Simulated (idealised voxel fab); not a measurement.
A process module follows: voxel wiring stack.
Section shown: cut. Width: 250 nm. Cell size: 5 nm, square.
A cross-section in this document is a grid of square cells, and it is written down as bands, the top band listed before the ones below it; a band is made up of one or more rows of cells. Heights first: top, then bottom, in nm. Then materials, left to right, each with a width in nm. "full width" on a single material: fills the band edge to edge. "blank": empty space. Basically, 0 is our baseline, since under it the wafer straight out of the box is all one material. The bottom band has no lower end and keeps on going down, so it looks like "0 and below". It should be noted that a width expressed as "30->40" varies in equal increments from row to row of cells within the band, taking the value of the first number at the top row and that of the second number at the bottom row. A step reported as "nothing altered" is a step in which no cell of the cross-section changed. Any empty space of 8 cells or more lacking an open way to the top shows up in "Closed void table" as width x height at distance, distance from the left edge, in nm. The remark found on a step's line after its settings is issued by the simulator itself and pertains to that step. When a step includes a mask, the "overlay nm" setting on its line states how far to the right of its planned place that mask lay, and negative values state how far to the left.
### Planned process steps
1,RECEIVE,material Si
2,CONFORMAL_DEP,material SiO2,thk nm 10
3,CONFORMAL_DEP,material SiCN,thk nm 5
4,DIRECTIONAL_DEP,material SiO2,thk nm 15
5,DIRECTIONAL_DEP,material aC,thk nm 10
6,PATTERN,tone open,mask id METAL_1,material resist,width nm 20,pitch nm 35,thk nm 25,overlay nm 0
7,DIRECTIONAL_ETCH,etch materials aC,depth nm 10
8,STRIP,etch materials resist
9,DIRECTIONAL_ETCH,etch materials SiO2,depth nm 15
10,DIRECTIONAL_ETCH,etch materials SiCN,depth nm 5
11,STRIP,etch materials aC
12,CONFORMAL_DEP,material TiN,thk nm 5
13,FILL_DEP,material Cu,thk nm 10
14,CMP,height nm 30
15,EPI,material Ru,thk nm 5
16,FILL_DEP,material SiCN,thk nm 5
17,DIRECTIONAL_DEP,material SiO2,thk nm 15
18,DIRECTIONAL_DEP,material aC,thk nm 10
19,PATTERN,tone open,mask id PLUG_1,material resist,width nm 15,pitch nm 70,thk nm 25,overlay nm 0
20,DIRECTIONAL_ETCH,etch materials aC,depth nm 10
21,STRIP,etch materials resist
22,DIRECTIONAL_ETCH,etch materials SiO2,depth nm 15
23,DIRECTIONAL_ETCH,etch materials SiCN,depth nm 5
24,STRIP,etch materials aC
25,CONFORMAL_DEP,material TiN,thk nm 5
26,FILL_DEP,material W,thk nm 5
27,CMP,height nm 55
28,DIRECTIONAL_DEP,material TiN,thk nm 5
29,DIRECTIONAL_DEP,material W,thk nm 25
30,MASKED_ETCH,tone cover,mask id METAL_2,width nm 20,pitch nm 35,etch materials W,depth nm 25,overlay nm 0
31,MASKED_ETCH,tone cover,mask id METAL_2,width nm 20,pitch nm 35,etch materials TiN,depth nm 5,overlay nm 0
32,CONFORMAL_DEP,material SiN,thk nm 5
33,FILL_DEP,material SiO2,thk nm 5
34,CMP,height nm 85
35,CONFORMAL_DEP,material SiCN,thk nm 5
36,DIRECTIONAL_DEP,material lowk,thk nm 25
37,DIRECTIONAL_DEP,material aC,thk nm 10
38,PATTERN,tone open,mask id METAL_3,material resist,width nm 20,pitch nm 35,thk nm 25,overlay nm 0
39,DIRECTIONAL_ETCH,etch materials aC,depth nm 10
40,STRIP,etch materials resist
41,DIRECTIONAL_ETCH,etch materials lowk,depth nm 15
42,STRIP,etch materials aC
43,PATTERN,tone open,mask id METAL_3_HOLES,material resist,width nm 15,pitch nm 35,thk nm 20,overlay nm 0
44,DIRECTIONAL_ETCH,etch materials lowk,depth nm 10
45,DIRECTIONAL_ETCH,etch materials SiCN,depth nm 5
46,STRIP,etch materials resist
47,CONFORMAL_DEP,material TiN,thk nm 5
48,FILL_DEP,material Cu,thk nm 10
49,CMP,height nm 115
50,CONFORMAL_DEP,material SiN,thk nm 5
### as received, after step 1
	0 and below | Si full width
	Closed void table: none
### Here's the cross-section of the first of our two wafers at the end of the module - it ran as planned
	120 down to 115 | SiN full width
	115 down to 105 | 80 of lowk; 5 of TiN; 10 of Cu; 5 of TiN; 15 of lowk; 5 of TiN; 10 of Cu; 5 of TiN; 15 of lowk; 5 of TiN; 10 of Cu; 5 of TiN; 80 of lowk
	105 down to 100 | 80 of lowk; 5 of TiN; 5 of Cu; 10 of TiN; 15 of lowk; 5 of TiN; 5 of Cu; 10 of TiN; 15 of lowk; 5 of TiN; 5 of Cu; 10 of TiN; 80 of lowk
	100 down to 90 | 80 of lowk; 5 of TiN; 5 of Cu; 5 of TiN; 20 of lowk; 5 of TiN; 5 of Cu; 5 of TiN; 20 of lowk; 5 of TiN; 5 of Cu; 5 of TiN; 85 of lowk
	90 down to 85 | 80 of SiCN; 15 of TiN; 20 of SiCN; 15 of TiN; 20 of SiCN; 15 of TiN; 85 of SiCN
	85 down to 60 | 75 of SiO2; 5 of SiN; 20 of W; 5 of SiN; 5 of SiO2; 5 of SiN; 20 of W; 5 of SiN; 5 of SiO2; 5 of SiN; 20 of W; 5 of SiN; 75 of SiO2
	60 down to 55 | 80 of SiN; 20 of TiN; 15 of SiN; 20 of TiN; 15 of SiN; 20 of TiN; 80 of SiN
	55 down to 40 | 80 of SiO2; 5 of TiN; 5 of W; 5 of TiN; 55 of SiO2; 5 of TiN; 5 of W; 5 of TiN; 85 of SiO2
	40 down to 35 | 80 of SiCN; 15 of TiN; 55 of SiCN; 15 of TiN; 85 of SiCN
	35 down to 30 | 75 of SiCN; 30 of Ru; 5 of SiCN; 30 of Ru; 5 of SiCN; 30 of Ru; 75 of SiCN
	30 down to 15 | 80 of SiO2; 5 of TiN; 10 of Cu; 5 of TiN; 15 of SiO2; 5 of TiN; 10 of Cu; 5 of TiN; 15 of SiO2; 5 of TiN; 10 of Cu; 5 of TiN; 80 of SiO2
	15 down to 10 | 80 of SiCN; 20 of TiN; 15 of SiCN; 20 of TiN; 15 of SiCN; 20 of TiN; 80 of SiCN
	10 down to 0 | SiO2 full width
	0 and below | Si full width
	Closed void table: none
### Second of two wafers, module complete, sectioned: it shares the first wafer's start and plan but was run with one mistake
	120 down to 115 | SiN full width
	115 down to 105 | 80 of lowk; 5 of TiN; 10 of Cu; 5 of TiN; 15 of lowk; 5 of TiN; 10 of Cu; 5 of TiN; 15 of lowk; 5 of TiN; 10 of Cu; 5 of TiN; 80 of lowk
	105 down to 100 | 80 of lowk; 5 of TiN; 5 of Cu; 10 of TiN; 15 of lowk; 5 of TiN; 5 of Cu; 10 of TiN; 15 of lowk; 5 of TiN; 5 of Cu; 10 of TiN; 80 of lowk
	100 down to 90 | 80 of lowk; 5 of TiN; 5 of Cu; 5 of TiN; 20 of lowk; 5 of TiN; 5 of Cu; 5 of TiN; 20 of lowk; 5 of TiN; 5 of Cu; 5 of TiN; 85 of lowk
	90 down to 85 | 80 of SiCN; 15 of TiN; 20 of SiCN; 15 of TiN; 20 of SiCN; 15 of TiN; 85 of SiCN
	85 down to 60 | 75 of SiO2; 5 of SiN; 20 of W; 5 of SiN; 5 of SiO2; 5 of SiN; 20 of W; 5 of SiN; 5 of SiO2; 5 of SiN; 20 of W; 5 of SiN; 75 of SiO2
	60 down to 55 | 80 of SiN; 20 of TiN; 15 of SiN; 20 of TiN; 15 of SiN; 20 of TiN; 80 of SiN
	55 down to 40 | 80 of SiO2; 5 of TiN; 5 of W; 5 of TiN; 55 of SiO2; 5 of TiN; 5 of W; 5 of TiN; 85 of SiO2
	40 down to 35 | 80 of SiCN; 15 of TiN; 55 of SiCN; 15 of TiN; 85 of SiCN
	35 down to 30 | 75 of SiCN; 30 of Ru; 5 of SiCN; 30 of Ru; 5 of SiCN; 30 of Ru; 75 of SiCN
	30 down to 20 | 80 of SiO2; 5 of TiN; 10 of Cu; 5 of TiN; 15 of SiO2; 5 of TiN; 10 of Cu; 5 of TiN; 15 of SiO2; 5 of TiN; 10 of Cu; 5 of TiN; 80 of SiO2
	20 down to 15 | 80 of SiO2; 20 of TiN; 15 of SiO2; 20 of TiN; 15 of SiO2; 20 of TiN; 80 of SiO2
	15 down to 10 | Ru full width
	10 down to 0 | SiO2 full width
	0 and below | Si full width
	Closed void table: none
Heads up, the wafer didn't run the way we planned it: step 3: run off-plan, actual operation and settings CONFORMAL_DEP,material Ru,thk nm 5
End of process, cell counts, second wafer against first, materials with more or fewer: -6 Cu | +50 Ru | -38 SiCN | -6 TiN
